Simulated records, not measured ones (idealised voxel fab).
This is a process module. Its name is voxel gate over fins.
Cross-section cut spans 165 nm and uses square cells 5 nm in size.
Cross-section, as written here: a square-cell grid given band by band from the top down, where a band holds one or more rows of cells.
Quick guide to a band line: top height, bottom height (nm) up front; then every material left to right with its width in nm. Only one material and it's marked "full width"? Then it fills the band edge to edge. And "empty" just means empty space.
Height datum 0, below which the as-received substrate wafer is one material. Lowest band open at the bottom, running downward: "0 down".
Top row gets the first number, bottom row gets the second, and each row in between changes by the same step: that is how a band width like "30..40" works.
No cell of the cross-section changed in a step that is given as "no modification".
What "Enclosed void catalog" gives you is every empty space of 8 cells or more that is cut off from the top. Each appears as width x height at distance, with the distance taken from the left edge and width, height and distance all in nm.
On each step's line, the part that comes after the settings is the simulator's own comment on the step.
overlay nm: mask right of planned place by this much (step with mask). Neg. = left.

THIS SECTION LISTS THE PROCESS STEPS THAT WERE PLANNED
1. RECEIVE,material Si
2. CONFORMAL_DEP,material SiN,thk nm 10
3. MASKED_ETCH,tone cover,mask id FINS,width nm 15,pitch nm 55,etch materials SiN,depth nm 10,overlay nm 0
4. MASKED_ETCH,tone cover,mask id FINS,width nm 15,pitch nm 55,etch materials Si,depth nm 30,overlay nm 0
5. OXIDIZE,depth nm 5
6. FILL_DEP,material SiO2,thk nm 5
7. CMP,height nm 10
8. DIRECTIONAL_DEP,material aC,thk nm 10
9. PATTERN,tone open,mask id RAIL,material resist,width nm 15,thk nm 30,overlay nm 0
10. DIRECTIONAL_ETCH,etch materials aC,depth nm 10
11. STRIP,etch materials resist
12. DIRECTIONAL_ETCH,etch materials SiO2,depth nm 35
13. STRIP,etch materials aC
14. CONFORMAL_DEP,material TiN,thk nm 5
15. FILL_DEP,material W,thk nm 5
16. CMP,height nm 10
17. SELECTIVE_ETCH,etch materials W Ru TiN,depth nm 30
18. FILL_DEP,material SiO2,thk nm 5
19. CMP,height nm 10
20. SELECTIVE_ETCH,etch materials SiO2,depth nm 20
21. STRIP,etch materials SiN
22. CONFORMAL_DEP,material HfO2,thk nm 5
23. CONFORMAL_DEP,material TiN,thk nm 5
24. CONFORMAL_DEP,material TiAl,thk nm 5
25. CONFORMAL_DEP,material TiN,thk nm 5
26. FILL_DEP,material W,thk nm 10
27. CMP,height nm 25
28. CONFORMAL_DEP,material SiN,thk nm 10

CROSS-SECTION OF THE WAFER UPON ARRIVAL, REPRESENTING THE STATE REACHED AFTER STEP 1
> 0 down: Si full width
> Enclosed void catalog: none

THE PLAN ABOVE WAS CARRIED OUT ON THE STARTING STRUCTURE ABOVE WITH ONE MISTAKE, AND THIS CROSS-SECTION SHOWS THE WAFER AT THE END OF THE MODULE
> 35 to 25: SiN full width
> 25 to 20: W full width
> 20 to 15: W: 30, then TiN: 45, then W: 10, then TiN: 45, then W: 35
> 15 to 10: W: 30, then TiN: 5, then TiAl: 35, then TiN: 5, then W: 10, then TiN: 5, then TiAl: 35, then TiN: 5, then W: 35
> 10 to 5: W: 30, then TiN: 5, then TiAl: 5, then TiN: 25, then TiAl: 5, then TiN: 5, then W: 10, then TiN: 5, then TiAl: 5, then TiN: 25, then TiAl: 5, then TiN: 5, then W: 35
> 5 to 0: W: 30, then TiN: 5, then TiAl: 5, then TiN: 5, then HfO2: 15, then TiN: 5, then TiAl: 5, then TiN: 5, then W: 10, then TiN: 5, then TiAl: 5, then TiN: 5, then HfO2: 15, then TiN: 5, then TiAl: 5, then TiN: 5, then W: 35
> 0 to -5: W: 30, then TiN: 5, then TiAl: 5, then TiN: 5, then HfO2: 5, then Si: 5, then HfO2: 5, then TiN: 5, then TiAl: 5, then TiN: 20, then TiAl: 5, then TiN: 5, then HfO2: 5, then Si: 5, then HfO2: 5, then TiN: 5, then TiAl: 5, then TiN: 5, then W: 35
> -5 to -10: W: 30, then TiN: 5, then TiAl: 5, then TiN: 5, then HfO2: 5, then Si: 5, then HfO2: 5, then TiN: 5, then TiAl: 30, then TiN: 5, then HfO2: 5, then Si: 5, then HfO2: 5, then TiN: 5, then TiAl: 5, then TiN: 5, then W: 35
> -10 to -15: TiN: 35, then TiAl: 5, then TiN: 5, then HfO2: 5, then Si: 5, then HfO2: 5, then TiN: 40, then HfO2: 5, then Si: 5, then HfO2: 5, then TiN: 5, then TiAl: 5, then TiN: 40
> -15 to -20: TiAl: 40, then TiN: 5, then HfO2: 5, then Si: 5, then HfO2: 5, then TiN: 5, then HfO2: 25, then TiN: 10, then HfO2: 5, then Si: 5, then HfO2: 5, then TiN: 5, then TiAl: 45
> -20 to -25: TiN: 45, then HfO2: 5, then Si: 5, then HfO2: 5, then TiN: 5, then HfO2: 5, then TiN: 15, then HfO2: 5, then TiN: 10, then HfO2: 5, then Si: 5, then HfO2: 5, then TiN: 50
> -25 to -30: HfO2: 50, then Si: 5, then HfO2: 20, then SiO2: 5, then HfO2: 25, then Si: 5, then HfO2: 55
> -30 to -35: SiO2: 50, then Si: 5, then SiO2: 50, then Si: 5, then SiO2: 55
> -35 down: Si full width
> Enclosed void catalog: none
Diagnosis: in the plan, step 20 was performed twice
